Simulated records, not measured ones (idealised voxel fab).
Presented below is a process module, voxel ribs on slabs.
In the cross-section labelled cut, the width is 195 nm and each square cell is 5 nm.
A cross-section in this document is a grid of square cells, and it is written down as bands, the top band listed before the ones below it; a band is made up of one or more rows of cells. What a band's entry tells you: where the top is and where the bottom is, as heights in nm, and after that what lies inside, material by material from left to right, each with its width in nm. Empty space is written as the word "blank", and a single material marked with the word "full width" occupies the band from edge to edge. For the purposes of this specification, 0 denotes the height below which the wafer in its as-received condition is composed wholly of one material, and the lowermost band, lacking a lower limit, extends downward without end, as expressed in "z 0 and below". You'd read "30..40" like this: the band's top row of cells is as wide as the first number, its bottom row is as wide as the second, and going down, every row changes width by the same amount as the row before did. No cell of the cross-section changed in a step that is given as "left unchanged". Entry "Trapped voids" = empty spaces >= 8 cells with no open way to the top; each as width x height at distance, distance from left edge, all nm. If you see something after the settings on a step's line, that's the simulator's own remark about that step. overlay nm: on a step with a mask, how far right of its planned place the mask lay; negative means left. Quick note on how to read the rest: it's all pairs. You get the cross-section before a process step and the one after, but the after one only goes down as far as the lowest band that changed. The step in between, with its settings, sits under the pair. Heads up, the pairs can come from different runs of this module on the same starting wafer, so don't assume a pair picks up from the one above unless its "Prior state" entry says it does.
Prior state:
	z 0 and below  Si full width
	Trapped voids: none
after:
	z 20 to 0  SiO2 full width
	Everything below 0 is unchanged.
	Trapped voids: none
In between the cross-sections above, the run called for DIRECTIONAL_DEP,material SiO2,thk nm 20
Prior state: the state before this step is the cross-section shown after the step in the pair just above.
after:
	z 45 to 20  SiN full width
	Everything below 20 is unchanged.
	Trapped voids: none
In between the cross-sections above, the run called for DIRECTIONAL_DEP,material SiN,thk nm 25
Prior state: the state before this step is the cross-section shown after the step in the pair just above.
after:
	z 45 to 40  90 of blank, then 15 of SiN, then 90 of blank
	Everything below 40 is unchanged.
	Trapped voids: none
In between the cross-sections above, the run called for MASKED_ETCH,tone cover,mask id RIB,width nm 15,etch materials SiN,depth nm 5,overlay nm 0
Prior state: the state before this step is the cross-section shown after the step in the pair just above.
after:
	z 60 to 45  70 of blank, then 55 of resist, then 70 of blank
	z 45 to 40  70 of blank, then 20 of resist, then 15 of SiN, then 20 of resist, then 70 of blank
	Everything below 40 is unchanged.
	Trapped voids: none
In between the cross-sections above, the run called for PATTERN,tone cover,mask id SLAB,material resist,width nm 55,thk nm 15,overlay nm 0
Prior state: the state before this step is the cross-section shown after the step in the pair just above.
after:
	z 60 to 45  70 of blank, then 55 of resist, then 70 of blank
	z 45 to 40  70 of blank, then 20 of resist, then 15 of SiN, then 20 of resist, then 70 of blank
	z 40 to 20  70 of blank, then 55 of SiN, then 70 of blank
	Everything below 20 is unchanged.
	Trapped voids: none
In between the cross-sections above, the run called for DIRECTIONAL_ETCH,etch materials SiN,depth nm 20
Prior state: the state before this step is the cross-section shown after the step in the pair just above.
after:
	z 45 to 40  90 of blank, then 15 of SiN, then 90 of blank
	Everything below 40 is unchanged.
	Trapped voids: none
In between the cross-sections above, the run called for STRIP,etch materials resist
Prior state: the state before this step is the cross-section shown after the step in the pair just above.
after:
	z 75 to 45  SiO2 full width
	z 45 to 40  90 of SiO2, then 15 of SiN, then 90 of SiO2
	z 40 to 20  70 of SiO2, then 55 of SiN, then 70 of SiO2
	Everything below 20 is unchanged.
	Trapped voids: none
In between the cross-sections above, the run called for FILL_DEP,material SiO2,thk nm 30
Prior state: the state before this step is the cross-section shown after the step in the pair just above.
after:
	z 65 to 45  SiO2 full width
	Everything below 45 is unchanged.
	Trapped voids: none
In between the cross-sections above, the run called for CMP,height nm 65
Prior state: the state before this step is the cross-section shown after the step in the pair just above.
after:
	z 75 to 65  W full width
	Everything below 65 is unchanged.
	Trapped voids: none
In between the cross-sections above, the run called for DIRECTIONAL_DEP,material W,thk nm 10
Prior state: the state before this step is the cross-section shown after the step in the pair just above.
after:
	z 85 to 75  aC full width
	Everything below 75 is unchanged.
	Trapped voids: none
In between the cross-sections above, the run called for DIRECTIONAL_DEP,material aC,thk nm 10
Prior state: the state before this step is the cross-section shown after the step in the pair just above.
after:
	z 110 to 85  85 of blank, then 25 of resist, then 85 of blank
	Everything below 85 is unchanged.
	Trapped voids: none
In between the cross-sections above, the run called for PATTERN,tone cover,mask id HEATER,material resist,width nm 25,thk nm 25,overlay nm 0
Prior state: the state before this step is the cross-section shown after the step in the pair just above.
after:
	z 100 to 85  85 of blank, then 25 of resist, then 85 of blank
	z 85 to 75  85 of blank, then 25 of aC, then 85 of blank
	Everything below 75 is unchanged.
	Trapped voids: none
In between the cross-sections above, the run called for DIRECTIONAL_ETCH,etch materials aC,depth nm 10
Prior state: the state before this step is the cross-section shown after the step in the pair just above.
after:
	z 85 to 75  85 of blank, then 25 of aC, then 85 of blank
	Everything below 75 is unchanged.
	Trapped voids: none
In between the cross-sections above, the run called for STRIP,etch materials resist
Prior state: the state before this step is the cross-section shown after the step in the pair just above.
after:
	z 85 to 75  85 of blank, then 25 of aC, then 85 of blank
	z 75 to 65  85 of blank, then 25 of W, then 85 of blank
	Everything below 65 is unchanged.
	Trapped voids: none
In between the cross-sections above, the run called for DIRECTIONAL_ETCH,etch materials W,depth nm 10
Prior state: the state before this step is the cross-section shown after the step in the pair just above.
after:
	z 75 to 65  85 of blank, then 25 of W, then 85 of blank
	Everything below 65 is unchanged.
	Trapped voids: none
In between the cross-sections above, the run called for STRIP,etch materials aC
Prior state: the state before this step is the cross-section shown after the step in the pair just above.
after:
	z 85 to 75  75 of blank, then 45 of SiN, then 75 of blank
	z 75 to 65  85 of SiN, then 25 of W, then 85 of SiN
	Everything below 65 is unchanged.
	Trapped voids: none
In between the cross-sections above, the run called for CONFORMAL_DEP,material SiN,thk nm 10
Prior state:
	z 20 to 0  SiO2 full width
	z 0 and below  Si full width
	Trapped voids: none
after:
	z 40 to 0  SiO2 full width
	Everything below 0 is unchanged.
	Trapped voids: none
In between the cross-sections above, the run called for DIRECTIONAL_DEP,material SiO2,thk nm 20
Prior state: the state before this step is the cross-section shown after the step in the pair just above.
after:
	z 65 to 40  SiN full width
	Everything below 40 is unchanged.
	Trapped voids: none
In between the cross-sections above, the run called for DIRECTIONAL_DEP,material SiN,thk nm 25
Prior state: the state before this step is the cross-section shown after the step in the pair just above.
after:
	z 65 to 60  90 of blank, then 15 of SiN, then 90 of blank
	Everything below 60 is unchanged.
	Trapped voids: none
In between the cross-sections above, the run called for MASKED_ETCH,tone cover,mask id RIB,width nm 15,etch materials SiN,depth nm 5,overlay nm 0
Prior state: the state before this step is the cross-section shown after the step in the pair just above.
after:
	z 80 to 65  70 of blank, then 55 of resist, then 70 of blank
	z 65 to 60  70 of blank, then 20 of resist, then 15 of SiN, then 20 of resist, then 70 of blank
	Everything below 60 is unchanged.
	Trapped voids: none
In between the cross-sections above, the run called for PATTERN,tone cover,mask id SLAB,material resist,width nm 55,thk nm 15,overlay nm 0
Prior state: the state before this step is the cross-section shown after the step in the pair just above.
after:
	z 80 to 65  70 of blank, then 55 of resist, then 70 of blank
	z 65 to 60  70 of blank, then 20 of resist, then 15 of SiN, then 20 of resist, then 70 of blank
	z 60 to 40  70 of blank, then 55 of SiN, then 70 of blank
	Everything below 40 is unchanged.
	Trapped voids: none
In between the cross-sections above, the run called for DIRECTIONAL_ETCH,etch materials SiN,depth nm 20
Prior state: the state before this step is the cross-section shown after the step in the pair just above.
after:
	z 65 to 60  90 of blank, then 15 of SiN, then 90 of blank
	Everything below 60 is unchanged.
	Trapped voids: none
In between the cross-sections above, the run called for STRIP,etch materials resist
Prior state: the state before this step is the cross-section shown after the step in the pair just above.
after:
	z 95 to 65  SiO2 full width
	z 65 to 60  90 of SiO2, then 15 of SiN, then 90 of SiO2
	z 60 to 40  70 of SiO2, then 55 of SiN, then 70 of SiO2
	Everything below 40 is unchanged.
	Trapped voids: none
In between the cross-sections above, the run called for FILL_DEP,material SiO2,thk nm 30
Prior state: the state before this step is the cross-section shown after the step in the pair just above.
after:
	z 65 to 60  90 of SiO2, then 15 of SiN, then 90 of SiO2
	Everything below 60 is unchanged.
	Trapped voids: none
In between the cross-sections above, the run called for CMP,height nm 65
Prior state: the state before this step is the cross-section shown after the step in the pair just above.
after:
	z 75 to 65  W full width
	Everything below 65 is unchanged.
	Trapped voids: none
In between the cross-sections above, the run called for DIRECTIONAL_DEP,material W,thk nm 10
Prior state: the state before this step is the cross-section shown after the step in the pair just above.
after:
	z 85 to 75  aC full width
	Everything below 75 is unchanged.
	Trapped voids: none
In between the cross-sections above, the run called for DIRECTIONAL_DEP,material aC,thk nm 10
Prior state: the state before this step is the cross-section shown after the step in the pair just above.
after:
	z 110 to 85  85 of blank, then 25 of resist, then 85 of blank
	Everything below 85 is unchanged.
	Trapped voids: none
In between the cross-sections above, the run called for PATTERN,tone cover,mask id HEATER,material resist,width nm 25,thk nm 25,overlay nm 0
Prior state: the state before this step is the cross-section shown after the step in the pair just above.
after:
	z 100 to 85  85 of blank, then 25 of resist, then 85 of blank
	z 85 to 75  85 of blank, then 25 of aC, then 85 of blank
	Everything below 75 is unchanged.
	Trapped voids: none
In between the cross-sections above, the run called for DIRECTIONAL_ETCH,etch materials aC,depth nm 10
Prior state: the state before this step is the cross-section shown after the step in the pair just above.
after:
	z 85 to 75  85 of blank, then 25 of aC, then 85 of blank
	Everything below 75 is unchanged.
	Trapped voids: none
In between the cross-sections above, the run called for STRIP,etch materials resist
Prior state: the state before this step is the cross-section shown after the step in the pair just above.
after:
	z 85 to 75  85 of blank, then 25 of aC, then 85 of blank
	z 75 to 65  85 of blank, then 25 of W, then 85 of blank
	Everything below 65 is unchanged.
	Trapped voids: none
In between the cross-sections above, the run called for DIRECTIONAL_ETCH,etch materials W,depth nm 10
Prior state: the state before this step is the cross-section shown after the step in the pair just above.
after:
	z 75 to 65  85 of blank, then 25 of W, then 85 of blank
	Everything below 65 is unchanged.
	Trapped voids: none
In between the cross-sections above, the run called for STRIP,etch materials aC
Prior state: the state before this step is the cross-section shown after the step in the pair just above.
after:
	z 85 to 75  75 of blank, then 45 of SiN, then 75 of blank
	z 75 to 65  85 of SiN, then 25 of W, then 85 of SiN
	Everything below 65 is unchanged.
	Trapped voids: none
In between the cross-sections above, the run called for CONFORMAL_DEP,material SiN,thk nm 10
Prior state:
	z 0 and below  Si full width
	Trapped voids: none
after:
	z 25 to 0  SiN full width
	Everything below 0 is unchanged.
	Trapped voids: none
In between the cross-sections above, the run called for DIRECTIONAL_DEP,material SiN,thk nm 25
Prior state: the state before this step is the cross-section shown after the step in the pair just above.
after:
	z 45 to 25  SiO2 full width
	Everything below 25 is unchanged.
	Trapped voids: none
In between the cross-sections above, the run called for DIRECTIONAL_DEP,material SiO2,thk nm 20
Prior state: the state before this step is the cross-section shown after the step in the pair just above.
after:
	z 60 to 45  70 of blank, then 55 of resist, then 70 of blank
	Everything below 45 is unchanged.
	Trapped voids: none
In between the cross-sections above, the run called for PATTERN,tone cover,mask id SLAB,material resist,width nm 55,thk nm 15,overlay nm 0
Prior state: the state before this step is the cross-section shown after the step in the pair just above.
after:
	z 45 to 25  SiO2 full width
	Everything below 25 is unchanged.
	Trapped voids: none
In between the cross-sections above, the run called for STRIP,etch materials resist
Prior state: the state before this step is the cross-section shown after the step in the pair just above.
after:
	z 75 to 25  SiO2 full width
	Everything below 25 is unchanged.
	Trapped voids: none
In between the cross-sections above, the run called for FILL_DEP,material SiO2,thk nm 30
Prior state: the state before this step is the cross-section shown after the step in the pair just above.
after:
	z 65 to 25  SiO2 full width
	Everything below 25 is unchanged.
	Trapped voids: none
In between the cross-sections above, the run called for CMP,height nm 65
Prior state: the state before this step is the cross-section shown after the step in the pair just above.
after:
	z 75 to 65  W full width
	Everything below 65 is unchanged.
	Trapped voids: none
In between the cross-sections above, the run called for DIRECTIONAL_DEP,material W,thk nm 10
Prior state: the state before this step is the cross-section shown after the step in the pair just above.
after:
	z 85 to 75  aC full width
	Everything below 75 is unchanged.
	Trapped voids: none
In between the cross-sections above, the run called for DIRECTIONAL_DEP,material aC,thk nm 10
Prior state: the state before this step is the cross-section shown after the step in the pair just above.
after:
	z 110 to 85  85 of blank, then 25 of resist, then 85 of blank
	Everything below 85 is unchanged.
	Trapped voids: none
In between the cross-sections above, the run called for PATTERN,tone cover,mask id HEATER,material resist,width nm 25,thk nm 25,overlay nm 0
Prior state: the state before this step is the cross-section shown after the step in the pair just above.
after:
	z 100 to 85  85 of blank, then 25 of resist, then 85 of blank
	z 85 to 75  85 of blank, then 25 of aC, then 85 of blank
	Everything below 75 is unchanged.
	Trapped voids: none
In between the cross-sections above, the run called for DIRECTIONAL_ETCH,etch materials aC,depth nm 10
Prior state: the state before this step is the cross-section shown after the step in the pair just above.
after:
	z 85 to 75  85 of blank, then 25 of aC, then 85 of blank
	Everything below 75 is unchanged.
	Trapped voids: none
In between the cross-sections above, the run called for STRIP,etch materials resist
Prior state: the state before this step is the cross-section shown after the step in the pair just above.
after:
	z 85 to 75  85 of blank, then 25 of aC, then 85 of blank
	z 75 to 65  85 of blank, then 25 of W, then 85 of blank
	Everything below 65 is unchanged.
	Trapped voids: none
In between the cross-sections above, the run called for DIRECTIONAL_ETCH,etch materials W,depth nm 10
Prior state: the state before this step is the cross-section shown after the step in the pair just above.
after:
	z 75 to 65  85 of blank, then 25 of W, then 85 of blank
	Everything below 65 is unchanged.
	Trapped voids: none
In between the cross-sections above, the run called for STRIP,etch materials aC
Prior state: the state before this step is the cross-section shown after the step in the pair just above.
after:
	z 85 to 75  75 of blank, then 45 of SiN, then 75 of blank
	z 75 to 65  85 of SiN, then 25 of W, then 85 of SiN
	Everything below 65 is unchanged.
	Trapped voids: none
In between the cross-sections above, the run called for CONFORMAL_DEP,material SiN,thk nm 10
Prior state:
	z 20 to 0  SiO2 full width
	z 0 and below  Si full width
	Trapped voids: none
after:
	z 35 to 20  SiN full width
	Everything below 20 is unchanged.
	Trapped voids: none
In between the cross-sections above, the run called for DIRECTIONAL_DEP,material SiN,thk nm 15
Prior state: the state before this step is the cross-section shown after the step in the pair just above.
after:
	z 35 to 30  90 of blank, then 15 of SiN, then 90 of blank
	Everything below 30 is unchanged.
	Trapped voids: none
In between the cross-sections above, the run called for MASKED_ETCH,tone cover,mask id RIB,width nm 15,etch materials SiN,depth nm 5,overlay nm 0
Prior state: the state before this step is the cross-section shown after the step in the pair just above.
after:
	z 50 to 35  70 of blank, then 55 of resist, then 70 of blank
	z 35 to 30  70 of blank, then 20 of resist, then 15 of SiN, then 20 of resist, then 70 of blank
	Everything below 30 is unchanged.
	Trapped voids: none
In between the cross-sections above, the run called for PATTERN,tone cover,mask id SLAB,material resist,width nm 55,thk nm 15,overlay nm 0
Prior state: the state before this step is the cross-section shown after the step in the pair just above.
after:
	z 50 to 35  70 of blank, then 55 of resist, then 70 of blank
	z 35 to 30  70 of blank, then 20 of resist, then 15 of SiN, then 20 of resist, then 70 of blank
	z 30 to 20  70 of blank, then 55 of SiN, then 70 of blank
	Everything below 20 is unchanged.
	Trapped voids: none
In between the cross-sections above, the run called for DIRECTIONAL_ETCH,etch materials SiN,depth nm 20
Prior state: the state before this step is the cross-section shown after the step in the pair just above.
after:
	z 35 to 30  90 of blank, then 15 of SiN, then 90 of blank
	Everything below 30 is unchanged.
	Trapped voids: none
In between the cross-sections above, the run called for STRIP,etch materials resist
Prior state: the state before this step is the cross-section shown after the step in the pair just above.
after:
	z 65 to 35  SiO2 full width
	z 35 to 30  90 of SiO2, then 15 of SiN, then 90 of SiO2
	z 30 to 20  70 of SiO2, then 55 of SiN, then 70 of SiO2
	Everything below 20 is unchanged.
	Trapped voids: none
In between the cross-sections above, the run called for FILL_DEP,material SiO2,thk nm 30
Prior state: the state before this step is the cross-section shown after the step in the pair just above.
after:
	z 75 to 65  W full width
	Everything below 65 is unchanged.
	Trapped voids: none
In between the cross-sections above, the run called for DIRECTIONAL_DEP,material W,thk nm 10
Prior state: the state before this step is the cross-section shown after the step in the pair just above.
after:
	z 85 to 75  aC full width
	Everything below 75 is unchanged.
	Trapped voids: none
In between the cross-sections above, the run called for DIRECTIONAL_DEP,material aC,thk nm 10
Prior state: the state before this step is the cross-section shown after the step in the pair just above.
after:
	z 110 to 85  85 of blank, then 25 of resist, then 85 of blank
	Everything below 85 is unchanged.
	Trapped voids: none
In between the cross-sections above, the run called for PATTERN,tone cover,mask id HEATER,material resist,width nm 25,thk nm 25,overlay nm 0
Prior state: the state before this step is the cross-section shown after the step in the pair just above.
after:
	z 100 to 85  85 of blank, then 25 of resist, then 85 of blank
	z 85 to 75  85 of blank, then 25 of aC, then 85 of blank
	Everything below 75 is unchanged.
	Trapped voids: none
In between the cross-sections above, the run called for DIRECTIONAL_ETCH,etch materials aC,depth nm 10
Prior state: the state before this step is the cross-section shown after the step in the pair just above.
after:
	z 85 to 75  85 of blank, then 25 of aC, then 85 of blank
	Everything below 75 is unchanged.
	Trapped voids: none
In between the cross-sections above, the run called for STRIP,etch materials resist
Prior state: the state before this step is the cross-section shown after the step in the pair just above.
after:
	z 85 to 75  85 of blank, then 25 of aC, then 85 of blank
	z 75 to 65  85 of blank, then 25 of W, then 85 of blank
	Everything below 65 is unchanged.
	Trapped voids: none
In between the cross-sections above, the run called for DIRECTIONAL_ETCH,etch materials W,depth nm 10
Prior state: the state before this step is the cross-section shown after the step in the pair just above.
after:
	z 75 to 65  85 of blank, then 25 of W, then 85 of blank
	Everything below 65 is unchanged.
	Trapped voids: none
In between the cross-sections above, the run called for STRIP,etch materials aC
Prior state: the state before this step is the cross-section shown after the step in the pair just above.
after:
	z 85 to 75  75 of blank, then 45 of SiN, then 75 of blank
	z 75 to 65  85 of SiN, then 25 of W, then 85 of SiN
	Everything below 65 is unchanged.
	Trapped voids: none
In between the cross-sections above, the run called for CONFORMAL_DEP,material SiN,thk nm 10
Prior state:
	z 45 to 40  90 of blank, then 15 of SiN, then 90 of blank
	z 40 to 20  SiN full width
	z 20 to 0  SiO2 full width
	z 0 and below  Si full width
	Trapped voids: none
after:
	z 60 to 45  65 of blank, then 65 of resist, then 65 of blank
	z 45 to 40  65 of blank, then 25 of resist, then 15 of SiN, then 25 of resist, then 65 of blank
	Everything below 40 is unchanged.
	Trapped voids: none
In between the cross-sections above, the run called for PATTERN,tone cover,mask id SLAB,material resist,width nm 65,thk nm 15,overlay nm 0
Prior state: the state before this step is the cross-section shown after the step in the pair just above.
after:
	z 60 to 45  65 of blank, then 65 of resist, then 65 of blank
	z 45 to 40  65 of blank, then 25 of resist, then 15 of SiN, then 25 of resist, then 65 of blank
	z 40 to 20  65 of blank, then 65 of SiN, then 65 of blank
	Everything below 20 is unchanged.
	Trapped voids: none
In between the cross-sections above, the run called for DIRECTIONAL_ETCH,etch materials SiN,depth nm 20
Prior state: the state before this step is the cross-section shown after the step in the pair just above.
after:
	z 45 to 40  90 of blank, then 15 of SiN, then 90 of blank
	Everything below 40 is unchanged.
	Trapped voids: none
In between the cross-sections above, the run called for STRIP,etch materials resist
Prior state: the state before this step is the cross-section shown after the step in the pair just above.
after:
	z 75 to 45  SiO2 full width
	z 45 to 40  90 of SiO2, then 15 of SiN, then 90 of SiO2
	z 40 to 20  65 of SiO2, then 65 of SiN, then 65 of SiO2
	Everything below 20 is unchanged.
	Trapped voids: none
In between the cross-sections above, the run called for FILL_DEP,material SiO2,thk nm 30
Prior state: the state before this step is the cross-section shown after the step in the pair just above.
after:
	z 65 to 45  SiO2 full width
	Everything below 45 is unchanged.
	Trapped voids: none
In between the cross-sections above, the run called for CMP,height nm 65
Prior state: the state before this step is the cross-section shown after the step in the pair just above.
after:
	z 75 to 65  W full width
	Everything below 65 is unchanged.
	Trapped voids: none
In between the cross-sections above, the run called for DIRECTIONAL_DEP,material W,thk nm 10
Prior state: the state before this step is the cross-section shown after the step in the pair just above.
after:
	z 85 to 75  aC full width
	Everything below 75 is unchanged.
	Trapped voids: none
In between the cross-sections above, the run called for DIRECTIONAL_DEP,material aC,thk nm 10
Prior state: the state before this step is the cross-section shown after the step in the pair just above.
after:
	z 110 to 85  85 of blank, then 25 of resist, then 85 of blank
	Everything below 85 is unchanged.
	Trapped voids: none
In between the cross-sections above, the run called for PATTERN,tone cover,mask id HEATER,material resist,width nm 25,thk nm 25,overlay nm 0
Prior state: the state before this step is the cross-section shown after the step in the pair just above.
after:
	z 100 to 85  85 of blank, then 25 of resist, then 85 of blank
	z 85 to 75  85 of blank, then 25 of aC, then 85 of blank
	Everything below 75 is unchanged.
	Trapped voids: none
In between the cross-sections above, the run called for DIRECTIONAL_ETCH,etch materials aC,depth nm 10
Prior state: the state before this step is the cross-section shown after the step in the pair just above.
after:
	z 85 to 75  85 of blank, then 25 of aC, then 85 of blank
	Everything below 75 is unchanged.
	Trapped voids: none
In between the cross-sections above, the run called for STRIP,etch materials resist
Prior state: the state before this step is the cross-section shown after the step in the pair just above.
after:
	z 85 to 75  85 of blank, then 25 of aC, then 85 of blank
	z 75 to 65  85 of blank, then 25 of W, then 85 of blank
	Everything below 65 is unchanged.
	Trapped voids: none
In between the cross-sections above, the run called for DIRECTIONAL_ETCH,etch materials W,depth nm 10
Prior state: the state before this step is the cross-section shown after the step in the pair just above.
after:
	z 75 to 65  85 of blank, then 25 of W, then 85 of blank
	Everything below 65 is unchanged.
	Trapped voids: none
In between the cross-sections above, the run called for STRIP,etch materials aC
Prior state: the state before this step is the cross-section shown after the step in the pair just above.
after:
	z 85 to 75  75 of blank, then 45 of SiN, then 75 of blank
	z 75 to 65  85 of SiN, then 25 of W, then 85 of SiN
	Everything below 65 is unchanged.
	Trapped voids: none
In between the cross-sections above, the run called for CONFORMAL_DEP,material SiN,thk nm 10
Prior state:
	z 45 to 20  SiN full width
	z 20 to 0  SiO2 full width
	z 0 and below  Si full width
	Trapped voids: none
after:
	z 45 to 40  85 of blank, then 15 of SiN, then 95 of blank
	Everything below 40 is unchanged.
	Trapped voids: none
In between the cross-sections above, the run called for MASKED_ETCH,tone cover,mask id RIB,width nm 15,etch materials SiN,depth nm 5,overlay nm -5
Prior state: the state before this step is the cross-section shown after the step in the pair just above.
after:
	z 60 to 45  70 of blank, then 55 of resist, then 70 of blank
	z 45 to 40  70 of blank, then 15 of resist, then 15 of SiN, then 25 of resist, then 70 of blank
	Everything below 40 is unchanged.
	Trapped voids: none
In between the cross-sections above, the run called for PATTERN,tone cover,mask id SLAB,material resist,width nm 55,thk nm 15,overlay nm 0
Prior state: the state before this step is the cross-section shown after the step in the pair just above.
after:
	z 60 to 45  70 of blank, then 55 of resist, then 70 of blank
	z 45 to 40  70 of blank, then 15 of resist, then 15 of SiN, then 25 of resist, then 70 of blank
	z 40 to 20  70 of blank, then 55 of SiN, then 70 of blank
	Everything below 20 is unchanged.
	Trapped voids: none
In between the cross-sections above, the run called for DIRECTIONAL_ETCH,etch materials SiN,depth nm 20
Prior state: the state before this step is the cross-section shown after the step in the pair just above.
after:
	z 45 to 40  85 of blank, then 15 of SiN, then 95 of blank
	Everything below 40 is unchanged.
	Trapped voids: none
In between the cross-sections above, the run called for STRIP,etch materials resist
Prior state: the state before this step is the cross-section shown after the step in the pair just above.
after:
	z 75 to 45  SiO2 full width
	z 45 to 40  85 of SiO2, then 15 of SiN, then 95 of SiO2
	z 40 to 20  70 of SiO2, then 55 of SiN, then 70 of SiO2
	Everything below 20 is unchanged.
	Trapped voids: none
In between the cross-sections above, the run called for FILL_DEP,material SiO2,thk nm 30
Prior state: the state before this step is the cross-section shown after the step in the pair just above.
after:
	z 65 to 45  SiO2 full width
	Everything below 45 is unchanged.
	Trapped voids: none
In between the cross-sections above, the run called for CMP,height nm 65
Prior state: the state before this step is the cross-section shown after the step in the pair just above.
after:
	z 75 to 65  W full width
	Everything below 65 is unchanged.
	Trapped voids: none
In between the cross-sections above, the run called for DIRECTIONAL_DEP,material W,thk nm 10
Prior state: the state before this step is the cross-section shown after the step in the pair just above.
after:
	z 85 to 75  aC full width
	Everything below 75 is unchanged.
	Trapped voids: none
In between the cross-sections above, the run called for DIRECTIONAL_DEP,material aC,thk nm 10
Prior state: the state before this step is the cross-section shown after the step in the pair just above.
after:
	z 110 to 85  85 of blank, then 25 of resist, then 85 of blank
	Everything below 85 is unchanged.
	Trapped voids: none
In between the cross-sections above, the run called for PATTERN,tone cover,mask id HEATER,material resist,width nm 25,thk nm 25,overlay nm 0
Prior state: the state before this step is the cross-section shown after the step in the pair just above.
after:
	z 100 to 85  85 of blank, then 25 of resist, then 85 of blank
	z 85 to 75  85 of blank, then 25 of aC, then 85 of blank
	Everything below 75 is unchanged.
	Trapped voids: none
In between the cross-sections above, the run called for DIRECTIONAL_ETCH,etch materials aC,depth nm 10
Prior state: the state before this step is the cross-section shown after the step in the pair just above.
after:
	z 85 to 75  85 of blank, then 25 of aC, then 85 of blank
	Everything below 75 is unchanged.
	Trapped voids: none
In between the cross-sections above, the run called for STRIP,etch materials resist
Prior state: the state before this step is the cross-section shown after the step in the pair just above.
after:
	z 85 to 75  85 of blank, then 25 of aC, then 85 of blank
	z 75 to 65  85 of blank, then 25 of W, then 85 of blank
	Everything below 65 is unchanged.
	Trapped voids: none
In between the cross-sections above, the run called for DIRECTIONAL_ETCH,etch materials W,depth nm 10
Prior state: the state before this step is the cross-section shown after the step in the pair just above.
after:
	z 75 to 65  85 of blank, then 25 of W, then 85 of blank
	Everything below 65 is unchanged.
	Trapped voids: none
In between the cross-sections above, the run called for STRIP,etch materials aC
Prior state: the state before this step is the cross-section shown after the step in the pair just above.
after:
	z 85 to 75  75 of blank, then 45 of SiN, then 75 of blank
	z 75 to 65  85 of SiN, then 25 of W, then 85 of SiN
	Everything below 65 is unchanged.
	Trapped voids: none
In between the cross-sections above, the run called for CONFORMAL_DEP,material SiN,thk nm 10
Prior state:
	z 45 to 40  90 of blank, then 15 of SiN, then 90 of blank
	z 40 to 20  70 of blank, then 55 of SiN, then 70 of blank
	z 20 to 0  SiO2 full width
	z 0 and below  Si full width
	Trapped voids: none
after:
	z 75 to 20  SiN full width
	Everything below 20 is unchanged.
	Trapped voids: none
In between the cross-sections above, the run called for FILL_DEP,material SiN,thk nm 30
Prior state: the state before this step is the cross-section shown after the step in the pair just above.
after:
	z 65 to 20  SiN full width
	Everything below 20 is unchanged.
	Trapped voids: none
In between the cross-sections above, the run called for CMP,height nm 65
Prior state: the state before this step is the cross-section shown after the step in the pair just above.
after:
	z 75 to 65  W full width
	Everything below 65 is unchanged.
	Trapped voids: none
In between the cross-sections above, the run called for DIRECTIONAL_DEP,material W,thk nm 10
Prior state: the state before this step is the cross-section shown after the step in the pair just above.
after:
	z 85 to 75  aC full width
	Everything below 75 is unchanged.
	Trapped voids: none
In between the cross-sections above, the run called for DIRECTIONAL_DEP,material aC,thk nm 10
Prior state: the state before this step is the cross-section shown after the step in the pair just above.
after:
	z 110 to 85  85 of blank, then 25 of resist, then 85 of blank
	Everything below 85 is unchanged.
	Trapped voids: none
In between the cross-sections above, the run called for PATTERN,tone cover,mask id HEATER,material resist,width nm 25,thk nm 25,overlay nm 0
Prior state: the state before this step is the cross-section shown after the step in the pair just above.
after:
	z 100 to 85  85 of blank, then 25 of resist, then 85 of blank
	z 85 to 75  85 of blank, then 25 of aC, then 85 of blank
	Everything below 75 is unchanged.
	Trapped voids: none
In between the cross-sections above, the run called for DIRECTIONAL_ETCH,etch materials aC,depth nm 10
Prior state: the state before this step is the cross-section shown after the step in the pair just above.
after:
	z 85 to 75  85 of blank, then 25 of aC, then 85 of blank
	Everything below 75 is unchanged.
	Trapped voids: none
In between the cross-sections above, the run called for STRIP,etch materials resist
Prior state: the state before this step is the cross-section shown after the step in the pair just above.
after:
	z 85 to 75  85 of blank, then 25 of aC, then 85 of blank
	z 75 to 65  85 of blank, then 25 of W, then 85 of blank
	Everything below 65 is unchanged.
	Trapped voids: none
In between the cross-sections above, the run called for DIRECTIONAL_ETCH,etch materials W,depth nm 10
Prior state: the state before this step is the cross-section shown after the step in the pair just above.
after:
	z 75 to 65  85 of blank, then 25 of W, then 85 of blank
	Everything below 65 is unchanged.
	Trapped voids: none
In between the cross-sections above, the run called for STRIP,etch materials aC
Prior state: the state before this step is the cross-section shown after the step in the pair just above.
after:
	z 85 to 75  75 of blank, then 45 of SiN, then 75 of blank
	z 75 to 65  85 of SiN, then 25 of W, then 85 of SiN
	Everything below 65 is unchanged.
	Trapped voids: none
In between the cross-sections above, the run called for CONFORMAL_DEP,material SiN,thk nm 10
Prior state:
	z 45 to 20  SiN full width
	z 20 to 0  SiO2 full width
	z 0 and below  Si full width
	Trapped voids: none
after:
	z 45 to 40  90 of SiN, then 15 of blank, then 90 of SiN
	Everything below 40 is unchanged.
	Trapped voids: none
In between the cross-sections above, the run called for MASKED_ETCH,tone open,mask id RIB,width nm 15,etch materials SiN,depth nm 5,overlay nm 0
Prior state: the state before this step is the cross-section shown after the step in the pair just above.
after:
	z 60 to 45  70 of blank, then 55 of resist, then 70 of blank
	z 45 to 40  90 of SiN, then 15 of resist, then 90 of SiN
	Everything below 40 is unchanged.
	Trapped voids: none
In between the cross-sections above, the run called for PATTERN,tone cover,mask id SLAB,material resist,width nm 55,thk nm 15,overlay nm 0
Prior state: the state before this step is the cross-section shown after the step in the pair just above.
after:
	z 60 to 45  70 of blank, then 55 of resist, then 70 of blank
	z 45 to 40  70 of blank, then 20 of SiN, then 15 of resist, then 20 of SiN, then 70 of blank
	z 40 to 25  70 of blank, then 55 of SiN, then 70 of blank
	Everything below 25 is unchanged.
	Trapped voids: none
In between the cross-sections above, the run called for DIRECTIONAL_ETCH,etch materials SiN,depth nm 20
Prior state: the state before this step is the cross-section shown after the step in the pair just above.
after:
	z 45 to 40  70 of blank, then 20 of SiN, then 15 of blank, then 20 of SiN, then 70 of blank
	Everything below 40 is unchanged.
	Trapped voids: none
In between the cross-sections above, the run called for STRIP,etch materials resist
Prior state: the state before this step is the cross-section shown after the step in the pair just above.
after:
	z 75 to 45  SiO2 full width
	z 45 to 40  70 of SiO2, then 20 of SiN, then 15 of SiO2, then 20 of SiN, then 70 of SiO2
	z 40 to 25  70 of SiO2, then 55 of SiN, then 70 of SiO2
	Everything below 25 is unchanged.
	Trapped voids: none
In between the cross-sections above, the run called for FILL_DEP,material SiO2,thk nm 30
